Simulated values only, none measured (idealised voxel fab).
This section sets out a process module, namely voxel gate over fins.
Cross-sectional view cut (width: 260 nm; square cell size: 5 nm).
A cross-section is written here as square cells arranged in a grid, and it is given in bands from the top down, each band taking up one or more rows of cells. A band entry consists of two parts. The first gives the height of the band's top and the height of its bottom, in nm. The rest lists the band's materials from left to right, each with its width in nm. A single material labelled with the word "full width" fills the band from edge to edge, and the word "blank" marks empty space. A quick word on heights: they are counted from 0, and under that level the wafer as it came to us is one material throughout. The lowest band is different from the rest in having no bottom; it simply continues downward, written as in "0 and below". The expression "30..40" gives the width at the extremes of the band, the first number at its top row of cells and the second at its bottom row, with the width changing by equal amounts from each row to the next in between. Key: "no alteration" - step with no changed cell in the cross-section. Entry "Enclosed void catalog" = empty spaces >= 8 cells with no open way to the top; each as width x height at distance, distance from left edge, all nm. That trailing text on a step's line, after the settings, is the simulator's own remark on the step. overlay nm: step with mask; distance mask lay right of planned place; negative value = left of planned place.
**Process steps (planned)**
1: RECEIVE with material Si
2: CONFORMAL_DEP with material SiN, thk nm 5
3: DIRECTIONAL_DEP with material aC, thk nm 15
4: PATTERN with tone cover, mask id FINS, material resist, width nm 15, pitch nm 40, thk nm 30, overlay nm 0
5: DIRECTIONAL_ETCH with etch materials aC, depth nm 15
6: STRIP with etch materials resist
7: DIRECTIONAL_ETCH with etch materials SiN, depth nm 5
8: DIRECTIONAL_ETCH with etch materials Si, depth nm 35
9: STRIP with etch materials aC
10: OXIDIZE with depth nm 5
11: FILL_DEP with material SiO2, thk nm 10
12: CMP with height nm 5
13: SELECTIVE_ETCH with etch materials SiO2, depth nm 15
14: STRIP with etch materials SiN
15: CONFORMAL_DEP with material HfO2, thk nm 5
16: CONFORMAL_DEP with material TiN, thk nm 5
17: FILL_DEP with material W, thk nm 15
18: CMP with height nm 20
19: CONFORMAL_DEP with material SiCN, thk nm 10
**First of the two wafers, run per plan**
**So this is the incoming wafer in cross-section - it's already been through step 1**
0 and below | Si full width
Enclosed void catalog: none
**Wafer xsec, post step 2**
5 down to 0 | SiN full width
Heights below 0 show no change.
**Wafer xsec, post step 3**
20 down to 5 | aC full width
Heights below 5 show no change.
**Wafer xsec, post step 4**
50 down to 20 | blank 60, then resist 15, then blank 25, then resist 15, then blank 25, then resist 15, then blank 25, then resist 15, then blank 65
Heights below 20 show no change.
**Wafer xsec, post step 5**
35 down to 20 | blank 60, then resist 15, then blank 25, then resist 15, then blank 25, then resist 15, then blank 25, then resist 15, then blank 65
20 down to 5 | blank 60, then aC 15, then blank 25, then aC 15, then blank 25, then aC 15, then blank 25, then aC 15, then blank 65
Heights below 5 show no change.
**Wafer xsec, post step 6**
20 down to 5 | blank 60, then aC 15, then blank 25, then aC 15, then blank 25, then aC 15, then blank 25, then aC 15, then blank 65
Heights below 5 show no change.
**Wafer xsec, post step 7**
20 down to 5 | blank 60, then aC 15, then blank 25, then aC 15, then blank 25, then aC 15, then blank 25, then aC 15, then blank 65
5 down to 0 | blank 60, then SiN 15, then blank 25, then SiN 15, then blank 25, then SiN 15, then blank 25, then SiN 15, then blank 65
Heights below 0 show no change.
**Wafer xsec, post step 8**
20 down to 5 | blank 60, then aC 15, then blank 25, then aC 15, then blank 25, then aC 15, then blank 25, then aC 15, then blank 65
5 down to 0 | blank 60, then SiN 15, then blank 25, then SiN 15, then blank 25, then SiN 15, then blank 25, then SiN 15, then blank 65
0 down to -35 | blank 60, then Si 15, then blank 25, then Si 15, then blank 25, then Si 15, then blank 25, then Si 15, then blank 65
Heights below -35 show no change.
**Wafer xsec, post step 9**
5 down to 0 | blank 60, then SiN 15, then blank 25, then SiN 15, then blank 25, then SiN 15, then blank 25, then SiN 15, then blank 65
Heights below 0 show no change.
**Wafer xsec, post step 10**
5 down to 0 | blank 60, then SiN 15, then blank 25, then SiN 15, then blank 25, then SiN 15, then blank 25, then SiN 15, then blank 65
0 down to -35 | blank 60, then SiO2 5, then Si 5, then SiO2 5, then blank 25, then SiO2 5, then Si 5, then SiO2 5, then blank 25, then SiO2 5, then Si 5, then SiO2 5, then blank 25, then SiO2 5, then Si 5, then SiO2 5, then blank 65
-35 down to -40 | SiO2 65, then Si 5, then SiO2 35, then Si 5, then SiO2 35, then Si 5, then SiO2 35, then Si 5, then SiO2 70
Heights below -40 show no change.
**Wafer xsec, post step 11**
15 down to 5 | SiO2 full width
5 down to 0 | SiO2 60, then SiN 15, then SiO2 25, then SiN 15, then SiO2 25, then SiN 15, then SiO2 25, then SiN 15, then SiO2 65
0 down to -40 | SiO2 65, then Si 5, then SiO2 35, then Si 5, then SiO2 35, then Si 5, then SiO2 35, then Si 5, then SiO2 70
Heights below -40 show no change.
**Wafer xsec, post step 12**
5 down to 0 | SiO2 60, then SiN 15, then SiO2 25, then SiN 15, then SiO2 25, then SiN 15, then SiO2 25, then SiN 15, then SiO2 65
Heights below 0 show no change.
**Wafer xsec, post step 13**
5 down to 0 | blank 60, then SiN 15, then blank 25, then SiN 15, then blank 25, then SiN 15, then blank 25, then SiN 15, then blank 65
0 down to -10 | blank 65, then Si 5, then blank 35, then Si 5, then blank 35, then Si 5, then blank 35, then Si 5, then blank 70
Heights below -10 show no change.
**Wafer xsec, post step 14**
0 down to -10 | blank 65, then Si 5, then blank 35, then Si 5, then blank 35, then Si 5, then blank 35, then Si 5, then blank 70
Heights below -10 show no change.
**Wafer xsec, post step 15**
5 down to 0 | blank 60, then HfO2 15, then blank 25, then HfO2 15, then blank 25, then HfO2 15, then blank 25, then HfO2 15, then blank 65
0 down to -5 | blank 60, then HfO2 5, then Si 5, then HfO2 5, then blank 25, then HfO2 5, then Si 5, then HfO2 5, then blank 25, then HfO2 5, then Si 5, then HfO2 5, then blank 25, then HfO2 5, then Si 5, then HfO2 5, then blank 65
-5 down to -10 | HfO2 65, then Si 5, then HfO2 35, then Si 5, then HfO2 35, then Si 5, then HfO2 35, then Si 5, then HfO2 70
Heights below -10 show no change.
**Wafer xsec, post step 16**
10 down to 5 | blank 55, then TiN 25, then blank 15, then TiN 25, then blank 15, then TiN 25, then blank 15, then TiN 25, then blank 60
5 down to 0 | blank 55, then TiN 5, then HfO2 15, then TiN 5, then blank 15, then TiN 5, then HfO2 15, then TiN 5, then blank 15, then TiN 5, then HfO2 15, then TiN 5, then blank 15, then TiN 5, then HfO2 15, then TiN 5, then blank 60
0 down to -5 | TiN 60, then HfO2 5, then Si 5, then HfO2 5, then TiN 25, then HfO2 5, then Si 5, then HfO2 5, then TiN 25, then HfO2 5, then Si 5, then HfO2 5, then TiN 25, then HfO2 5, then Si 5, then HfO2 5, then TiN 65
Heights below -5 show no change.
**Wafer xsec, post step 17**
25 down to 10 | W full width
10 down to 5 | W 55, then TiN 25, then W 15, then TiN 25, then W 15, then TiN 25, then W 15, then TiN 25, then W 60
5 down to 0 | W 55, then TiN 5, then HfO2 15, then TiN 5, then W 15, then TiN 5, then HfO2 15, then TiN 5, then W 15, then TiN 5, then HfO2 15, then TiN 5, then W 15, then TiN 5, then HfO2 15, then TiN 5, then W 60
Heights below 0 show no change.
**Wafer xsec, post step 18**
20 down to 10 | W full width
Heights below 10 show no change.
**Wafer xsec, post step 19**
30 down to 20 | SiCN full width
Heights below 20 show no change.
**Wafer two of two - same starting point, same process plan, one mistake in execution; matches wafer one up to and including step 1**
**At the planned end of step 2, the second wafer in cross-section**
5 down to 0 | HfO2 full width
Heights below 0 show no change.
**At the planned end of step 3, the second wafer in cross-section**
20 down to 5 | aC full width
Heights below 5 show no change.
**At the planned end of step 4, the second wafer in cross-section**
50 down to 20 | blank 60, then resist 15, then blank 25, then resist 15, then blank 25, then resist 15, then blank 25, then resist 15, then blank 65
Heights below 20 show no change.
**At the planned end of step 5, the second wafer in cross-section**
35 down to 20 | blank 60, then resist 15, then blank 25, then resist 15, then blank 25, then resist 15, then blank 25, then resist 15, then blank 65
20 down to 5 | blank 60, then aC 15, then blank 25, then aC 15, then blank 25, then aC 15, then blank 25, then aC 15, then blank 65
Heights below 5 show no change.
**At the planned end of step 6, the second wafer in cross-section**
20 down to 5 | blank 60, then aC 15, then blank 25, then aC 15, then blank 25, then aC 15, then blank 25, then aC 15, then blank 65
Heights below 5 show no change.
At the planned end of step 7, the second wafer in cross-section: no alteration
At the planned end of step 8, the second wafer in cross-section: no alteration
**At the planned end of step 9, the second wafer in cross-section**
5 down to 0 | HfO2 full width
Heights below 0 show no change.
At the planned end of step 10, the second wafer in cross-section: no alteration
**At the planned end of step 11, the second wafer in cross-section**
15 down to 5 | SiO2 full width
Heights below 5 show no change.
**At the planned end of step 12, the second wafer in cross-section**
5 down to 0 | HfO2 full width
Heights below 0 show no change.
At the planned end of step 13, the second wafer in cross-section: no alteration
At the planned end of step 14, the second wafer in cross-section: no alteration
**At the planned end of step 15, the second wafer in cross-section**
10 down to 0 | HfO2 full width
Heights below 0 show no change.
**At the planned end of step 16, the second wafer in cross-section**
15 down to 10 | TiN full width
Heights below 10 show no change.
**At the planned end of step 17, the second wafer in cross-section**
30 down to 15 | W full width
Heights below 15 show no change.
**At the planned end of step 18, the second wafer in cross-section**
20 down to 15 | W full width
Heights below 15 show no change.
**At the planned end of step 19, the second wafer in cross-section**
30 down to 20 | SiCN full width
Heights below 20 show no change.
Here's what went sideways: step 2 deviated from plan and actually ran as CONFORMAL_DEP with material HfO2, thk nm 5
Bottom line after processing is that, in cells, the second wafer is up or down on some materials versus the first: HfO2 +36 | Si +384 | SiO2 -288 | TiN -16 | W -116
